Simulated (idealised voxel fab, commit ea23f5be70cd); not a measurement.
Process module heading - voxel transistor to metal
Square cells of 5 nm make up the cross-section cut, whose width is 265 nm.
Throughout this document, each cross-section is represented as a grid of square cells and is presented as a sequence of bands enumerated from the top downward, where a band comprises one or more rows of cells.
What a band's entry tells you: where the top is and where the bottom is, as heights in nm, and after that what lies inside, material by material from left to right, each with its width in nm. Empty space is written as the word "empty", and a single material marked with the word "throughout" occupies the band from edge to edge.
Heights from 0 (as-received wafer is one material below). Bottom band endless downward, as "0 -> down".
Note: "30->40" means the width goes from the first number (top row of the band) to the second number (bottom row) in equal steps per row of cells.
"no alterations made" means the step left every cell of the cross-section as it was.
Listed in "Unvented cavities": every empty space of 8 or more cells without an open way to the top. Form: width x height at distance, the distance being from the left edge, all in nm.
The remark found on a step's line after its settings is issued by the simulator itself and pertains to that step.
The optional step-line setting "overlay nm" applies to steps with a mask and quantifies how far to the right of its planned location the mask lay, a negative value indicating leftward placement.
Guide to the pairs. Each holds a before and an after cross-section around one process step; the after cross-section is cut off at the lowest band that changed. Look under the pair for the step between them and its settings. Pairs can come from different runs of this module on the same starting wafer, so a pair follows on from the one above it only where its entry headed "Cross-section, before" says it does.
**Cross-section, before**
    0 -> down  Si throughout
    Unvented cavities: none
**Structure After Step**
    5 -> 0  SiO2 throughout
    All layers under 0 are left as they were.
    Unvented cavities: none
Between the two cross-sections you see above, the step is CONFORMAL_DEP,material SiO2,thk nm 5
Cross-section, before: starting point is the after cross-section of the pair just above.
**Structure After Step**
    15 -> 5  SiN throughout
    All layers under 5 are left as they were.
    Unvented cavities: none
Between the two cross-sections you see above, the step is CONFORMAL_DEP,material SiN,thk nm 10
Cross-section, before: starting point is the after cross-section of the pair just above.
**Structure After Step**
    25 -> 15  aC throughout
    All layers under 15 are left as they were.
    Unvented cavities: none
Between the two cross-sections you see above, the step is DIRECTIONAL_DEP,material aC,thk nm 10
Cross-section, before: starting point is the after cross-section of the pair just above.
**Structure After Step**
    55 -> 25  empty: 15, resist: 105, empty: 20, resist: 105, empty: 20
    All layers under 25 are left as they were.
    Unvented cavities: none
Between the two cross-sections you see above, the step is PATTERN,tone cover,mask id ACTIVE,material resist,width nm 105,pitch nm 125,thk nm 30,overlay nm 0
Cross-section, before: starting point is the after cross-section of the pair just above.
**Structure After Step**
    45 -> 25  empty: 15, resist: 105, empty: 20, resist: 105, empty: 20
    25 -> 15  empty: 15, aC: 105, empty: 20, aC: 105, empty: 20
    All layers under 15 are left as they were.
    Unvented cavities: none
Between the two cross-sections you see above, the step is DIRECTIONAL_ETCH,etch materials aC,depth nm 10
Cross-section, before: starting point is the after cross-section of the pair just above.
**Structure After Step**
    25 -> 15  empty: 15, aC: 105, empty: 20, aC: 105, empty: 20
    All layers under 15 are left as they were.
    Unvented cavities: none
Between the two cross-sections you see above, the step is STRIP,etch materials resist
Cross-section, before: starting point is the after cross-section of the pair just above.
**Structure After Step**
    25 -> 15  empty: 15, aC: 105, empty: 20, aC: 105, empty: 20
    15 -> 5  empty: 15, SiN: 105, empty: 20, SiN: 105, empty: 20
    All layers under 5 are left as they were.
    Unvented cavities: none
Between the two cross-sections you see above, the step is DIRECTIONAL_ETCH,etch materials SiN,depth nm 10
Cross-section, before: starting point is the after cross-section of the pair just above.
**Structure After Step**
    25 -> 15  empty: 15, aC: 105, empty: 20, aC: 105, empty: 20
    15 -> 5  empty: 15, SiN: 105, empty: 20, SiN: 105, empty: 20
    5 -> 0  empty: 15, SiO2: 105, empty: 20, SiO2: 105, empty: 20
    All layers under 0 are left as they were.
    Unvented cavities: none
Between the two cross-sections you see above, the step is DIRECTIONAL_ETCH,etch materials SiO2,depth nm 5
Cross-section, before: starting point is the after cross-section of the pair just above.
**Structure After Step**
    25 -> 15  empty: 15, aC: 105, empty: 20, aC: 105, empty: 20
    15 -> 5  empty: 15, SiN: 105, empty: 20, SiN: 105, empty: 20
    5 -> 0  empty: 15, SiO2: 105, empty: 20, SiO2: 105, empty: 20
    0 -> -35  empty: 15, Si: 105, empty: 20, Si: 105, empty: 20
    All layers under -35 are left as they were.
    Unvented cavities: none
Between the two cross-sections you see above, the step is DIRECTIONAL_ETCH,etch materials Si,depth nm 35
Cross-section, before: starting point is the after cross-section of the pair just above.
**Structure After Step**
    15 -> 5  empty: 15, SiN: 105, empty: 20, SiN: 105, empty: 20
    All layers under 5 are left as they were.
    Unvented cavities: none
Between the two cross-sections you see above, the step is STRIP,etch materials aC
Cross-section, before: starting point is the after cross-section of the pair just above.
**Structure After Step**
    25 -> 15  SiO2 throughout
    15 -> 5  SiO2: 15, SiN: 105, SiO2: 20, SiN: 105, SiO2: 20
    5 -> 0  SiO2 throughout
    0 -> -35  SiO2: 15, Si: 105, SiO2: 20, Si: 105, SiO2: 20
    All layers under -35 are left as they were.
    Unvented cavities: none
Between the two cross-sections you see above, the step is FILL_DEP,material SiO2,thk nm 10
Cross-section, before: starting point is the after cross-section of the pair just above.
**Structure After Step**
    15 -> 5  SiO2: 15, SiN: 105, SiO2: 20, SiN: 105, SiO2: 20
    All layers under 5 are left as they were.
    Unvented cavities: none
Between the two cross-sections you see above, the step is CMP,height nm 15
Cross-section, before: starting point is the after cross-section of the pair just above.
**Structure After Step**
    15 -> 10  empty: 15, SiN: 105, empty: 20, SiN: 105, empty: 20
    All layers under 10 are left as they were.
    Unvented cavities: none
Between the two cross-sections you see above, the step is SELECTIVE_ETCH,etch materials SiO2,depth nm 5
Cross-section, before: starting point is the after cross-section of the pair just above.
**Structure After Step**
    10 -> 5  SiO2: 15, empty: 105, SiO2: 20, empty: 105, SiO2: 20
    All layers under 5 are left as they were.
    Unvented cavities: none
Between the two cross-sections you see above, the step is STRIP,etch materials SiN
Cross-section, before: starting point is the after cross-section of the pair just above.
**Structure After Step**
    5 -> 0  SiO2: 10, empty: 115, SiO2: 10, empty: 115, SiO2: 15
    All layers under 0 are left as they were.
    Unvented cavities: none
Between the two cross-sections you see above, the step is SELECTIVE_ETCH,etch materials SiO2,depth nm 5
Cross-section, before: starting point is the after cross-section of the pair just above.
**Structure After Step**
    5 -> 0  SiO2: 10, empty: 115, SiO2: 10, empty: 115, SiO2: 15
    0 -> -5  SiO2 throughout
    All layers under -5 are left as they were.
    Unvented cavities: none
Between the two cross-sections you see above, the step is OXIDIZE,depth nm 5
Cross-section, before: starting point is the after cross-section of the pair just above.
**Structure After Step**
    30 -> 25  polySi: 10, empty: 115, polySi: 10, empty: 115, polySi: 15
    25 -> 5  polySi throughout
    5 -> 0  SiO2: 10, polySi: 115, SiO2: 10, polySi: 115, SiO2: 15
    All layers under 0 are left as they were.
    Unvented cavities: none
Between the two cross-sections you see above, the step is DIRECTIONAL_DEP,material polySi,thk nm 25
Cross-section, before: starting point is the after cross-section of the pair just above.
**Structure After Step**
    45 -> 40  SiCN: 10, empty: 115, SiCN: 10, empty: 115, SiCN: 15
    40 -> 30  SiCN throughout
    30 -> 25  polySi: 10, SiCN: 115, polySi: 10, SiCN: 115, polySi: 15
    All layers under 25 are left as they were.
    Unvented cavities: none
Between the two cross-sections you see above, the step is DIRECTIONAL_DEP,material SiCN,thk nm 15
Cross-section, before: starting point is the after cross-section of the pair just above.
**Structure After Step**
    40 -> 30  empty: 55, SiCN: 25, empty: 100, SiCN: 25, empty: 60
    30 -> 25  polySi: 10, empty: 45, SiCN: 25, empty: 45, polySi: 10, empty: 45, SiCN: 25, empty: 45, polySi: 15
    All layers under 25 are left as they were.
    Unvented cavities: none
Between the two cross-sections you see above, the step is MASKED_ETCH,tone cover,mask id GATE,width nm 25,pitch nm 125,etch materials SiCN,depth nm 25,overlay nm 0
Cross-section, before: starting point is the after cross-section of the pair just above.
**Structure After Step**
    40 -> 25  empty: 55, SiCN: 25, empty: 100, SiCN: 25, empty: 60
    25 -> 5  empty: 55, polySi: 25, empty: 100, polySi: 25, empty: 60
    5 -> 0  SiO2: 10, empty: 45, polySi: 25, empty: 45, SiO2: 10, empty: 45, polySi: 25, empty: 45, SiO2: 15
    All layers under 0 are left as they were.
    Unvented cavities: none
Between the two cross-sections you see above, the step is MASKED_ETCH,tone cover,mask id GATE,width nm 25,pitch nm 125,etch materials polySi,depth nm 35,overlay nm 0
Cross-section, before: starting point is the after cross-section of the pair just above.
**Structure After Step**
    45 -> 40  empty: 50, SiN: 35, empty: 90, SiN: 35, empty: 55
    40 -> 25  empty: 50, SiN: 5, SiCN: 25, SiN: 5, empty: 90, SiN: 5, SiCN: 25, SiN: 5, empty: 55
    25 -> 10  empty: 50, SiN: 5, polySi: 25, SiN: 5, empty: 90, SiN: 5, polySi: 25, SiN: 5, empty: 55
    10 -> 5  SiN: 15, empty: 35, SiN: 5, polySi: 25, SiN: 5, empty: 35, SiN: 20, empty: 35, SiN: 5, polySi: 25, SiN: 5, empty: 35, SiN: 20
    5 -> 0  SiO2: 10, SiN: 45, polySi: 25, SiN: 45, SiO2: 10, SiN: 45, polySi: 25, SiN: 45, SiO2: 15
    All layers under 0 are left as they were.
    Unvented cavities: none
Between the two cross-sections you see above, the step is CONFORMAL_DEP,material SiN,thk nm 5
Cross-section, before: starting point is the after cross-section of the pair just above.
**Structure After Step**
    40 -> 25  empty: 50, SiN: 5, SiCN: 25, SiN: 5, empty: 90, SiN: 5, SiCN: 25, SiN: 5, empty: 55
    25 -> 5  empty: 50, SiN: 5, polySi: 25, SiN: 5, empty: 90, SiN: 5, polySi: 25, SiN: 5, empty: 55
    5 -> 0  SiO2: 10, SiN: 5, empty: 35, SiN: 5, polySi: 25, SiN: 5, empty: 35, SiN: 5, SiO2: 10, SiN: 5, empty: 35, SiN: 5, polySi: 25, SiN: 5, empty: 35, SiN: 5, SiO2: 15
    All layers under 0 are left as they were.
    Unvented cavities: none
Between the two cross-sections you see above, the step is DIRECTIONAL_ETCH,etch materials SiN,depth nm 5
Cross-section, before: starting point is the after cross-section of the pair just above.
**Structure After Step**
    40 -> 25  empty: 50, SiN: 5, SiCN: 25, SiN: 5, empty: 90, SiN: 5, SiCN: 25, SiN: 5, empty: 55
    25 -> 5  empty: 50, SiN: 5, polySi: 25, SiN: 5, empty: 90, SiN: 5, polySi: 25, SiN: 5, empty: 55
    5 -> 0  empty: 10, SiN: 5, empty: 35, SiN: 5, polySi: 25, SiN: 5, empty: 35, SiN: 5, empty: 10, SiN: 5, empty: 35, SiN: 5, polySi: 25, SiN: 5, empty: 35, SiN: 5, empty: 15
    0 -> -5  SiO2: 15, empty: 35, SiO2: 35, empty: 35, SiO2: 20, empty: 35, SiO2: 35, empty: 35, SiO2: 20
    All layers under -5 are left as they were.
    Unvented cavities: none
Between the two cross-sections you see above, the step is DIRECTIONAL_ETCH,etch materials SiO2,depth nm 5
Cross-section, before: starting point is the after cross-section of the pair just above.
**Structure After Step**
    40 -> 25  empty: 50, SiN: 5, SiCN: 25, SiN: 5, empty: 90, SiN: 5, SiCN: 25, SiN: 5, empty: 55
    25 -> 5  empty: 50, SiN: 5, polySi: 25, SiN: 5, empty: 90, SiN: 5, polySi: 25, SiN: 5, empty: 55
    5 -> 0  empty: 10, SiN: 5, empty: 35, SiN: 5, polySi: 25, SiN: 5, empty: 35, SiN: 5, empty: 10, SiN: 5, empty: 35, SiN: 5, polySi: 25, SiN: 5, empty: 35, SiN: 5, empty: 15
    0 -> -5  SiO2: 15, nSi: 35, SiO2: 35, nSi: 35, SiO2: 20, nSi: 35, SiO2: 35, nSi: 35, SiO2: 20
    All layers under -5 are left as they were.
    Unvented cavities: none
Between the two cross-sections you see above, the step is EPI,material nSi,thk nm 5
Cross-section, before: starting point is the after cross-section of the pair just above.
**Structure After Step**
    50 -> 40  SiO2 throughout
    40 -> 25  SiO2: 50, SiN: 5, SiCN: 25, SiN: 5, SiO2: 90, SiN: 5, SiCN: 25, SiN: 5, SiO2: 55
    25 -> 5  SiO2: 50, SiN: 5, polySi: 25, SiN: 5, SiO2: 90, SiN: 5, polySi: 25, SiN: 5, SiO2: 55
    5 -> 0  SiO2: 10, SiN: 5, SiO2: 35, SiN: 5, polySi: 25, SiN: 5, SiO2: 35, SiN: 5, SiO2: 10, SiN: 5, SiO2: 35, SiN: 5, polySi: 25, SiN: 5, SiO2: 35, SiN: 5, SiO2: 15
    All layers under 0 are left as they were.
    Unvented cavities: none
Between the two cross-sections you see above, the step is FILL_DEP,material SiO2,thk nm 10
Cross-section, before: starting point is the after cross-section of the pair just above.
**Structure After Step**
    25 -> 5  SiO2: 50, SiN: 5, polySi: 25, SiN: 5, SiO2: 90, SiN: 5, polySi: 25, SiN: 5, SiO2: 55
    All layers under 5 are left as they were.
    Unvented cavities: none
Between the two cross-sections you see above, the step is CMP,height nm 25
Cross-section, before: starting point is the after cross-section of the pair just above.
**Structure After Step**
    25 -> 5  SiO2: 50, SiN: 5, empty: 25, SiN: 5, SiO2: 90, SiN: 5, empty: 25, SiN: 5, SiO2: 55
    5 -> 0  SiO2: 10, SiN: 5, SiO2: 35, SiN: 5, empty: 25, SiN: 5, SiO2: 35, SiN: 5, SiO2: 10, SiN: 5, SiO2: 35, SiN: 5, empty: 25, SiN: 5, SiO2: 35, SiN: 5, SiO2: 15
    All layers under 0 are left as they were.
    Unvented cavities: none
Between the two cross-sections you see above, the step is STRIP,etch materials polySi
Cross-section, before: starting point is the after cross-section of the pair just above.
**Structure After Step**
    25 -> 20  empty: 50, SiN: 5, empty: 25, SiN: 5, empty: 90, SiN: 5, empty: 25, SiN: 5, empty: 55
    20 -> 5  SiO2: 50, SiN: 5, empty: 25, SiN: 5, SiO2: 90, SiN: 5, empty: 25, SiN: 5, SiO2: 55
    5 -> 0  SiO2: 10, SiN: 5, SiO2: 35, SiN: 5, empty: 25, SiN: 5, SiO2: 35, SiN: 5, SiO2: 10, SiN: 5, SiO2: 35, SiN: 5, empty: 25, SiN: 5, SiO2: 35, SiN: 5, SiO2: 15
    0 -> -5  SiO2: 15, nSi: 35, empty: 35, nSi: 35, SiO2: 20, nSi: 35, empty: 35, nSi: 35, SiO2: 20
    All layers under -5 are left as they were.
    Unvented cavities: none
Between the two cross-sections you see above, the step is SELECTIVE_ETCH,etch materials SiO2,depth nm 5
Cross-section, before: starting point is the after cross-section of the pair just above.
**Structure After Step**
    30 -> 25  empty: 45, HfO2: 15, empty: 15, HfO2: 15, empty: 80, HfO2: 15, empty: 15, HfO2: 15, empty: 50
    25 -> 20  HfO2: 50, SiN: 5, HfO2: 5, empty: 15, HfO2: 5, SiN: 5, HfO2: 90, SiN: 5, HfO2: 5, empty: 15, HfO2: 5, SiN: 5, HfO2: 55
    20 -> 5  SiO2: 50, SiN: 5, HfO2: 5, empty: 15, HfO2: 5, SiN: 5, SiO2: 90, SiN: 5, HfO2: 5, empty: 15, HfO2: 5, SiN: 5, SiO2: 55
    5 -> 0  SiO2: 10, SiN: 5, SiO2: 35, SiN: 5, HfO2: 5, empty: 15, HfO2: 5, SiN: 5, SiO2: 35, SiN: 5, SiO2: 10, SiN: 5, SiO2: 35, SiN: 5, HfO2: 5, empty: 15, HfO2: 5, SiN: 5, SiO2: 35, SiN: 5, SiO2: 15
    0 -> -5  SiO2: 15, nSi: 35, HfO2: 35, nSi: 35, SiO2: 20, nSi: 35, HfO2: 35, nSi: 35, SiO2: 20
    All layers under -5 are left as they were.
    Unvented cavities: none
Between the two cross-sections you see above, the step is CONFORMAL_DEP,material HfO2,thk nm 5
Cross-section, before: starting point is the after cross-section of the pair just above.
**Structure After Step**
    35 -> 30  empty: 40, TiN: 25, empty: 5, TiN: 25, empty: 70, TiN: 25, empty: 5, TiN: 25, empty: 45
    30 -> 25  TiN: 45, HfO2: 15, TiN: 5, empty: 5, TiN: 5, HfO2: 15, TiN: 80, HfO2: 15, TiN: 5, empty: 5, TiN: 5, HfO2: 15, TiN: 50
    25 -> 20  HfO2: 50, SiN: 5, HfO2: 5, TiN: 5, empty: 5, TiN: 5, HfO2: 5, SiN: 5, HfO2: 90, SiN: 5, HfO2: 5, TiN: 5, empty: 5, TiN: 5, HfO2: 5, SiN: 5, HfO2: 55
    20 -> 5  SiO2: 50, SiN: 5, HfO2: 5, TiN: 5, empty: 5, TiN: 5, HfO2: 5, SiN: 5, SiO2: 90, SiN: 5, HfO2: 5, TiN: 5, empty: 5, TiN: 5, HfO2: 5, SiN: 5, SiO2: 55
    5 -> 0  SiO2: 10, SiN: 5, SiO2: 35, SiN: 5, HfO2: 5, TiN: 15, HfO2: 5, SiN: 5, SiO2: 35, SiN: 5, SiO2: 10, SiN: 5, SiO2: 35, SiN: 5, HfO2: 5, TiN: 15, HfO2: 5, SiN: 5, SiO2: 35, SiN: 5, SiO2: 15
    All layers under 0 are left as they were.
    Unvented cavities: none
Between the two cross-sections you see above, the step is CONFORMAL_DEP,material TiN,thk nm 5
Cross-section, before: starting point is the after cross-section of the pair just above.
**Structure After Step**
    45 -> 35  W throughout
    35 -> 30  W: 40, TiN: 25, W: 5, TiN: 25, W: 70, TiN: 25, W: 5, TiN: 25, W: 45
    30 -> 25  TiN: 45, HfO2: 15, TiN: 5, W: 5, TiN: 5, HfO2: 15, TiN: 80, HfO2: 15, TiN: 5, W: 5, TiN: 5, HfO2: 15, TiN: 50
    25 -> 20  HfO2: 50, SiN: 5, HfO2: 5, TiN: 5, W: 5, TiN: 5, HfO2: 5, SiN: 5, HfO2: 90, SiN: 5, HfO2: 5, TiN: 5, W: 5, TiN: 5, HfO2: 5, SiN: 5, HfO2: 55
    20 -> 5  SiO2: 50, SiN: 5, HfO2: 5, TiN: 5, W: 5, TiN: 5, HfO2: 5, SiN: 5, SiO2: 90, SiN: 5, HfO2: 5, TiN: 5, W: 5, TiN: 5, HfO2: 5, SiN: 5, SiO2: 55
    All layers under 5 are left as they were.
    Unvented cavities: none
Between the two cross-sections you see above, the step is FILL_DEP,material W,thk nm 10
Cross-section, before: starting point is the after cross-section of the pair just above.
**Structure After Step**
    20 -> 5  SiO2: 50, SiN: 5, HfO2: 5, TiN: 5, W: 5, TiN: 5, HfO2: 5, SiN: 5, SiO2: 90, SiN: 5, HfO2: 5, TiN: 5, W: 5, TiN: 5, HfO2: 5, SiN: 5, SiO2: 55
    All layers under 5 are left as they were.
    Unvented cavities: none
Between the two cross-sections you see above, the step is CMP,height nm 20
Cross-section, before: starting point is the after cross-section of the pair just above.
**Structure After Step**
    30 -> 20  SiO2 throughout
    All layers under 20 are left as they were.
    Unvented cavities: none
Between the two cross-sections you see above, the step is DIRECTIONAL_DEP,material SiO2,thk nm 10
Cross-section, before: starting point is the after cross-section of the pair just above.
**Structure After Step**
    50 -> 30  resist: 25, empty: 15, resist: 55, empty: 15, resist: 40, empty: 15, resist: 55, empty: 15, resist: 30
    All layers under 30 are left as they were.
    Unvented cavities: none
Between the two cross-sections you see above, the step is PATTERN,tone open,mask id CONTACT,material resist,width nm 15,thk nm 20,overlay nm 0
Cross-section, before: starting point is the after cross-section of the pair just above.
**Structure After Step**
    50 -> 30  resist: 25, empty: 15, resist: 55, empty: 15, resist: 40, empty: 15, resist: 55, empty: 15, resist: 30
    30 -> 20  SiO2: 25, empty: 15, SiO2: 55, empty: 15, SiO2: 40, empty: 15, SiO2: 55, empty: 15, SiO2: 30
    20 -> 5  SiO2: 25, empty: 15, SiO2: 10, SiN: 5, HfO2: 5, TiN: 5, W: 5, TiN: 5, HfO2: 5, SiN: 5, SiO2: 10, empty: 15, SiO2: 40, empty: 15, SiO2: 10, SiN: 5, HfO2: 5, TiN: 5, W: 5, TiN: 5, HfO2: 5, SiN: 5, SiO2: 10, empty: 15, SiO2: 30
    5 -> 0  SiO2: 10, SiN: 5, SiO2: 10, empty: 15, SiO2: 10, SiN: 5, HfO2: 5, TiN: 15, HfO2: 5, SiN: 5, SiO2: 10, empty: 15, SiO2: 10, SiN: 5, SiO2: 10, SiN: 5, SiO2: 10, empty: 15, SiO2: 10, SiN: 5, HfO2: 5, TiN: 15, HfO2: 5, SiN: 5, SiO2: 10, empty: 15, SiO2: 10, SiN: 5, SiO2: 15
    All layers under 0 are left as they were.
    Unvented cavities: none
Between the two cross-sections you see above, the step is DIRECTIONAL_ETCH,etch materials SiO2,depth nm 30
Cross-section, before: starting point is the after cross-section of the pair just above.
**Structure After Step**
    30 -> 20  SiO2: 25, empty: 15, SiO2: 55, empty: 15, SiO2: 40, empty: 15, SiO2: 55, empty: 15, SiO2: 30
    All layers under 20 are left as they were.
    Unvented cavities: none
Between the two cross-sections you see above, the step is STRIP,etch materials resist
Cross-section, before: starting point is the after cross-section of the pair just above.
**Structure After Step**
    35 -> 30  TiN: 30, empty: 5, TiN: 65, empty: 5, TiN: 50, empty: 5, TiN: 65, empty: 5, TiN: 35
    30 -> 20  SiO2: 25, TiN: 5, empty: 5, TiN: 5, SiO2: 55, TiN: 5, empty: 5, TiN: 5, SiO2: 40, TiN: 5, empty: 5, TiN: 5, SiO2: 55, TiN: 5, empty: 5, TiN: 5, SiO2: 30
    20 -> 5  SiO2: 25, TiN: 5, empty: 5, TiN: 5, SiO2: 10, SiN: 5, HfO2: 5, TiN: 5, W: 5, TiN: 5, HfO2: 5, SiN: 5, SiO2: 10, TiN: 5, empty: 5, TiN: 5, SiO2: 40, TiN: 5, empty: 5, TiN: 5, SiO2: 10, SiN: 5, HfO2: 5, TiN: 5, W: 5, TiN: 5, HfO2: 5, SiN: 5, SiO2: 10, TiN: 5, empty: 5, TiN: 5, SiO2: 30
    5 -> 0  SiO2: 10, SiN: 5, SiO2: 10, TiN: 15, SiO2: 10, SiN: 5, HfO2: 5, TiN: 15, HfO2: 5, SiN: 5, SiO2: 10, TiN: 15, SiO2: 10, SiN: 5, SiO2: 10, SiN: 5, SiO2: 10, TiN: 15, SiO2: 10, SiN: 5, HfO2: 5, TiN: 15, HfO2: 5, SiN: 5, SiO2: 10, TiN: 15, SiO2: 10, SiN: 5, SiO2: 15
    All layers under 0 are left as they were.
    Unvented cavities: none
Between the two cross-sections you see above, the step is CONFORMAL_DEP,material TiN,thk nm 5
Cross-section, before: starting point is the after cross-section of the pair just above.
**Structure After Step**
    45 -> 35  Ru throughout
    35 -> 30  TiN: 30, Ru: 5, TiN: 65, Ru: 5, TiN: 50, Ru: 5, TiN: 65, Ru: 5, TiN: 35
    30 -> 20  SiO2: 25, TiN: 5, Ru: 5, TiN: 5, SiO2: 55, TiN: 5, Ru: 5, TiN: 5, SiO2: 40, TiN: 5, Ru: 5, TiN: 5, SiO2: 55, TiN: 5, Ru: 5, TiN: 5, SiO2: 30
    20 -> 5  SiO2: 25, TiN: 5, Ru: 5, TiN: 5, SiO2: 10, SiN: 5, HfO2: 5, TiN: 5, W: 5, TiN: 5, HfO2: 5, SiN: 5, SiO2: 10, TiN: 5, Ru: 5, TiN: 5, SiO2: 40, TiN: 5, Ru: 5, TiN: 5, SiO2: 10, SiN: 5, HfO2: 5, TiN: 5, W: 5, TiN: 5, HfO2: 5, SiN: 5, SiO2: 10, TiN: 5, Ru: 5, TiN: 5, SiO2: 30
    All layers under 5 are left as they were.
    Unvented cavities: none
Between the two cross-sections you see above, the step is FILL_DEP,material Ru,thk nm 10
Cross-section, before: starting point is the after cross-section of the pair just above.
**Structure After Step**
    30 -> 20  SiO2: 25, TiN: 5, Ru: 5, TiN: 5, SiO2: 55, TiN: 5, Ru: 5, TiN: 5, SiO2: 40, TiN: 5, Ru: 5, TiN: 5, SiO2: 55, TiN: 5, Ru: 5, TiN: 5, SiO2: 30
    All layers under 20 are left as they were.
    Unvented cavities: none
Between the two cross-sections you see above, the step is CMP,height nm 30
Cross-section, before: starting point is the after cross-section of the pair just above.
**Structure After Step**
    35 -> 30  SiN throughout
    All layers under 30 are left as they were.
    Unvented cavities: none
Between the two cross-sections you see above, the step is CONFORMAL_DEP,material SiN,thk nm 5
Cross-section, before: starting point is the after cross-section of the pair just above.
**Structure After Step**
    50 -> 35  lowk throughout
    All layers under 35 are left as they were.
    Unvented cavities: none
Between the two cross-sections you see above, the step is DIRECTIONAL_DEP,material lowk,thk nm 15
Cross-section, before: starting point is the after cross-section of the pair just above.
**Structure After Step**
    65 -> 50  resist: 25, empty: 15, resist: 55, empty: 15, resist: 40, empty: 15, resist: 55, empty: 15, resist: 30
    All layers under 50 are left as they were.
    Unvented cavities: none
Between the two cross-sections you see above, the step is PATTERN,tone open,mask id METAL_1,material resist,width nm 15,thk nm 15,overlay nm 0
Cross-section, before: starting point is the after cross-section of the pair just above.
**Structure After Step**
    65 -> 50  resist: 25, empty: 15, resist: 55, empty: 15, resist: 40, empty: 15, resist: 55, empty: 15, resist: 30
    50 -> 35  lowk: 25, empty: 15, lowk: 55, empty: 15, lowk: 40, empty: 15, lowk: 55, empty: 15, lowk: 30
    All layers under 35 are left as they were.
    Unvented cavities: none
Between the two cross-sections you see above, the step is DIRECTIONAL_ETCH,etch materials lowk,depth nm 15
Cross-section, before: starting point is the after cross-section of the pair just above.
**Structure After Step**
    65 -> 50  resist: 25, empty: 15, resist: 55, empty: 15, resist: 40, empty: 15, resist: 55, empty: 15, resist: 30
    50 -> 35  lowk: 25, empty: 15, lowk: 55, empty: 15, lowk: 40, empty: 15, lowk: 55, empty: 15, lowk: 30
    35 -> 30  SiN: 25, empty: 15, SiN: 55, empty: 15, SiN: 40, empty: 15, SiN: 55, empty: 15, SiN: 30
    All layers under 30 are left as they were.
    Unvented cavities: none
Between the two cross-sections you see above, the step is DIRECTIONAL_ETCH,etch materials SiN,depth nm 5
Cross-section, before: starting point is the after cross-section of the pair just above.
**Structure After Step**
    50 -> 35  lowk: 25, empty: 15, lowk: 55, empty: 15, lowk: 40, empty: 15, lowk: 55, empty: 15, lowk: 30
    All layers under 35 are left as they were.
    Unvented cavities: none
Between the two cross-sections you see above, the step is STRIP,etch materials resist
Cross-section, before: starting point is the after cross-section of the pair just above.
**Structure After Step**
    55 -> 50  TiN: 30, empty: 5, TiN: 65, empty: 5, TiN: 50, empty: 5, TiN: 65, empty: 5, TiN: 35
    50 -> 35  lowk: 25, TiN: 5, empty: 5, TiN: 5, lowk: 55, TiN: 5, empty: 5, TiN: 5, lowk: 40, TiN: 5, empty: 5, TiN: 5, lowk: 55, TiN: 5, empty: 5, TiN: 5, lowk: 30
    35 -> 30  SiN: 25, TiN: 15, SiN: 55, TiN: 15, SiN: 40, TiN: 15, SiN: 55, TiN: 15, SiN: 30
    All layers under 30 are left as they were.
    Unvented cavities: none
Between the two cross-sections you see above, the step is CONFORMAL_DEP,material TiN,thk nm 5
Cross-section, before: starting point is the after cross-section of the pair just above.
**Structure After Step**
    60 -> 55  Cu throughout
    55 -> 50  TiN: 30, Cu: 5, TiN: 65, Cu: 5, TiN: 50, Cu: 5, TiN: 65, Cu: 5, TiN: 35
    50 -> 35  lowk: 25, TiN: 5, Cu: 5, TiN: 5, lowk: 55, TiN: 5, Cu: 5, TiN: 5, lowk: 40, TiN: 5, Cu: 5, TiN: 5, lowk: 55, TiN: 5, Cu: 5, TiN: 5, lowk: 30
    All layers under 35 are left as they were.
    Unvented cavities: none
Between the two cross-sections you see above, the step is FILL_DEP,material Cu,thk nm 5
Cross-section, before: starting point is the after cross-section of the pair just above.
**Structure After Step**
    50 -> 35  lowk: 25, TiN: 5, Cu: 5, TiN: 5, lowk: 55, TiN: 5, Cu: 5, TiN: 5, lowk: 40, TiN: 5, Cu: 5, TiN: 5, lowk: 55, TiN: 5, Cu: 5, TiN: 5, lowk: 30
    All layers under 35 are left as they were.
    Unvented cavities: none
Between the two cross-sections you see above, the step is CMP,height nm 50
Cross-section, before: starting point is the after cross-section of the pair just above.
**Structure After Step**
    55 -> 50  empty: 20, Ru: 25, empty: 45, Ru: 25, empty: 30, Ru: 25, empty: 45, Ru: 25, empty: 25
    All layers under 50 are left as they were.
    Unvented cavities: none
Between the two cross-sections you see above, the step is EPI,material Ru,thk nm 5
Cross-section, before: starting point is the after cross-section of the pair just above.
**Structure After Step**
    60 -> 55  SiCN throughout
    55 -> 50  SiCN: 20, Ru: 25, SiCN: 45, Ru: 25, SiCN: 30, Ru: 25, SiCN: 45, Ru: 25, SiCN: 25
    All layers under 50 are left as they were.
    Unvented cavities: none
Between the two cross-sections you see above, the step is FILL_DEP,material SiCN,thk nm 5
**Cross-section, before**
    25 -> 20  empty: 50, SiN: 5, empty: 25, SiN: 5, empty: 90, SiN: 5, empty: 25, SiN: 5, empty: 55
    20 -> 5  SiO2: 50, SiN: 5, empty: 25, SiN: 5, SiO2: 90, SiN: 5, empty: 25, SiN: 5, SiO2: 55
    5 -> 0  SiO2: 10, SiN: 5, SiO2: 35, SiN: 5, empty: 25, SiN: 5, SiO2: 35, SiN: 5, SiO2: 10, SiN: 5, SiO2: 35, SiN: 5, empty: 25, SiN: 5, SiO2: 35, SiN: 5, SiO2: 15
    0 -> -5  SiO2: 15, nSi: 35, empty: 35, nSi: 35, SiO2: 20, nSi: 35, empty: 35, nSi: 35, SiO2: 20
    -5 -> -35  SiO2: 15, Si: 105, SiO2: 20, Si: 105, SiO2: 20
    -35 -> down  Si throughout
    Unvented cavities: none
**Structure After Step**
    30 -> 25  empty: 45, TiN: 15, empty: 15, TiN: 15, empty: 80, TiN: 15, empty: 15, TiN: 15, empty: 50
    25 -> 20  TiN: 50, SiN: 5, TiN: 5, empty: 15, TiN: 5, SiN: 5, TiN: 90, SiN: 5, TiN: 5, empty: 15, TiN: 5, SiN: 5, TiN: 55
    20 -> 5  SiO2: 50, SiN: 5, TiN: 5, empty: 15, TiN: 5, SiN: 5, SiO2: 90, SiN: 5, TiN: 5, empty: 15, TiN: 5, SiN: 5, SiO2: 55
    5 -> 0  SiO2: 10, SiN: 5, SiO2: 35, SiN: 5, TiN: 5, empty: 15, TiN: 5, SiN: 5, SiO2: 35, SiN: 5, SiO2: 10, SiN: 5, SiO2: 35, SiN: 5, TiN: 5, empty: 15, TiN: 5, SiN: 5, SiO2: 35, SiN: 5, SiO2: 15
    0 -> -5  SiO2: 15, nSi: 35, TiN: 35, nSi: 35, SiO2: 20, nSi: 35, TiN: 35, nSi: 35, SiO2: 20
    All layers under -5 are left as they were.
    Unvented cavities: none
Between the two cross-sections you see above, the step is CONFORMAL_DEP,material TiN,thk nm 5
